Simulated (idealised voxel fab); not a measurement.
process module | voxel transistor to metal
cross-section cut | 160 nm wide | cells 5 nm
A cross-section is a grid of square cells, given in bands from the top down. A band is one or more rows of cells.
Each band's line starts with the height of the band's top and of its bottom, in nm. Then come its materials from left to right, each with its width in nm. One material with "throughout" fills the band from edge to edge. "air" is empty space.
Height 0 is the level under which the wafer as received is all one material. The lowest band goes on downwards, as in "0 down".
A width such as "30 to 40" changes by the same amount from each row of cells to the next, from the band's top row to its bottom row.
"no change" after a step means that no cell of the cross-section changed.
closed voids: empty space of 8 cells or more with no open way to the top, each as width x height at its distance from the left edge, in nm
after a step's settings: what the simulator itself notes on the step
overlay nm, on a step with a mask: how far to the right of its planned place the mask lay; to the left if negative
plan
1 op RECEIVE | material Si
2 op OXIDIZE | depth nm 5
3 op CONFORMAL_DEP | material SiN | thk nm 15
4 op DIRECTIONAL_DEP | material aC | thk nm 10
5 op PATTERN | tone cover | mask id ACTIVE | material resist | width nm 125 | thk nm 25 | overlay nm 0
6 op DIRECTIONAL_ETCH | etch materials aC | depth nm 10
7 op STRIP | etch materials resist
8 op DIRECTIONAL_ETCH | etch materials SiN | depth nm 15
9 op DIRECTIONAL_ETCH | etch materials SiO2 | depth nm 5
10 op DIRECTIONAL_ETCH | etch materials Si | depth nm 20
11 op STRIP | etch materials aC
12 op FILL_DEP | material SiO2 | thk nm 5
13 op CMP | height nm 15
14 op SELECTIVE_ETCH | etch materials SiO2 | depth nm 15
15 op STRIP | etch materials SiN
16 op SELECTIVE_ETCH | etch materials SiO2 | depth nm 5
17 op OXIDIZE | depth nm 5
18 op DIRECTIONAL_DEP | material polySi | thk nm 25
19 op DIRECTIONAL_DEP | material SiCN | thk nm 15
20 op MASKED_ETCH | tone cover | mask id GATE | width nm 35 | etch materials SiCN | depth nm 25 | overlay nm 0
21 op MASKED_ETCH | tone cover | mask id GATE | width nm 35 | etch materials polySi | depth nm 35 | overlay nm 0
22 op CONFORMAL_DEP | material SiN | thk nm 5
23 op DIRECTIONAL_ETCH | etch materials SiN | depth nm 5
24 op DIRECTIONAL_ETCH | etch materials SiO2 | depth nm 5
25 op DIRECTIONAL_ETCH | etch materials Si | depth nm 15
26 op EPI | material pSi | thk nm 20
27 op FILL_DEP | material SiO2 | thk nm 10
28 op CMP | height nm 20
29 op STRIP | etch materials polySi
30 op SELECTIVE_ETCH | etch materials SiO2 | depth nm 5
31 op CONFORMAL_DEP | material HfO2 | thk nm 5
32 op CONFORMAL_DEP | material TiN | thk nm 5
33 op FILL_DEP | material W | thk nm 5
34 op CMP | height nm 15
35 op DIRECTIONAL_DEP | material SiO2 | thk nm 10
36 op DIRECTIONAL_DEP | material aC | thk nm 10
37 op PATTERN | tone open | mask id CONTACT | material resist | width nm 20 | pitch nm 95 | thk nm 25 | overlay nm 0
38 op DIRECTIONAL_ETCH | etch materials aC | depth nm 10
39 op STRIP | etch materials resist
40 op DIRECTIONAL_ETCH | etch materials SiO2 | depth nm 30
41 op STRIP | etch materials aC
42 op CONFORMAL_DEP | material TiN | thk nm 5
43 op FILL_DEP | material Ru | thk nm 5
44 op CMP | height nm 25
45 op DIRECTIONAL_DEP | material TiN | thk nm 5
46 op DIRECTIONAL_DEP | material W | thk nm 20
47 op MASKED_ETCH | tone cover | mask id METAL_1 | width nm 20 | pitch nm 95 | etch materials W | depth nm 20 | overlay nm 0
48 op MASKED_ETCH | tone cover | mask id METAL_1 | width nm 20 | pitch nm 95 | etch materials TiN | depth nm 5 | overlay nm 0
49 op CONFORMAL_DEP | material SiCN | thk nm 5
50 op FILL_DEP | material lowk | thk nm 10
51 op CMP | height nm 50
52 op CONFORMAL_DEP | material SiN | thk nm 5
as received, after step 1
  0 down: Si throughout
  closed voids: none
first wafer at the end, as planned
  55 to 50: SiN throughout
  50 to 30: lowk 15 | SiCN 5 | W 20 | SiCN 5 | lowk 65 | SiCN 5 | W 20 | SiCN 5 | lowk 20
  30 to 25: SiCN 20 | TiN 20 | SiCN 75 | TiN 20 | SiCN 25
  25 to 15: SiO2 20 | TiN 5 | Ru 10 | TiN 5 | SiO2 75 | TiN 5 | Ru 10 | TiN 5 | SiO2 25
  15 to 10: SiO2 20 | TiN 5 | Ru 5 | TiN 10 | SiO2 15 | SiN 5 | HfO2 5 | TiN 5 | W 15 | TiN 5 | HfO2 5 | SiN 5 | SiO2 15 | TiN 10 | Ru 5 | TiN 5 | SiO2 25
  10 to 0: SiO2 20 | TiN 5 | Ru 5 | TiN 5 | pSi 20 | SiN 5 | HfO2 5 | TiN 5 | W 15 | TiN 5 | HfO2 5 | SiN 5 | pSi 20 | TiN 5 | Ru 5 | TiN 5 | SiO2 25
  0 to -5: SiO2 20 | TiN 15 | pSi 20 | SiN 5 | HfO2 5 | TiN 25 | HfO2 5 | SiN 5 | pSi 20 | TiN 15 | SiO2 25
  -5 to -10: SiO2 10 | pSi 45 | HfO2 45 | pSi 45 | SiO2 15
  -10 to -25: SiO2 15 | pSi 40 | Si 45 | pSi 40 | SiO2 20
  -25 down: Si throughout
  closed voids: none
second wafer at the end: like start, like plan, one mistake
  55 to 50: SiN throughout
  50 to 45: SiCN 20 | TiN 20 | SiCN 75 | TiN 20 | SiCN 25
  45 to 25: W throughout
  25 to 15: SiO2 20 | TiN 5 | Ru 10 | TiN 5 | SiO2 75 | TiN 5 | Ru 10 | TiN 5 | SiO2 25
  15 to 10: SiO2 20 | TiN 5 | Ru 5 | TiN 10 | SiO2 15 | SiN 5 | HfO2 5 | TiN 5 | W 15 | TiN 5 | HfO2 5 | SiN 5 | SiO2 15 | TiN 10 | Ru 5 | TiN 5 | SiO2 25
  10 to 0: SiO2 20 | TiN 5 | Ru 5 | TiN 5 | pSi 20 | SiN 5 | HfO2 5 | TiN 5 | W 15 | TiN 5 | HfO2 5 | SiN 5 | pSi 20 | TiN 5 | Ru 5 | TiN 5 | SiO2 25
  0 to -5: SiO2 20 | TiN 15 | pSi 20 | SiN 5 | HfO2 5 | TiN 25 | HfO2 5 | SiN 5 | pSi 20 | TiN 15 | SiO2 25
  -5 to -10: SiO2 10 | pSi 45 | HfO2 45 | pSi 45 | SiO2 15
  -10 to -25: SiO2 15 | pSi 40 | Si 45 | pSi 40 | SiO2 20
  -25 down: Si throughout
  closed voids: none
what went wrong: steps 45 and 46 were swapped
at the end the second wafer has, in cells: 16 fewer of SiCN | 96 more of W | 80 fewer of lowk
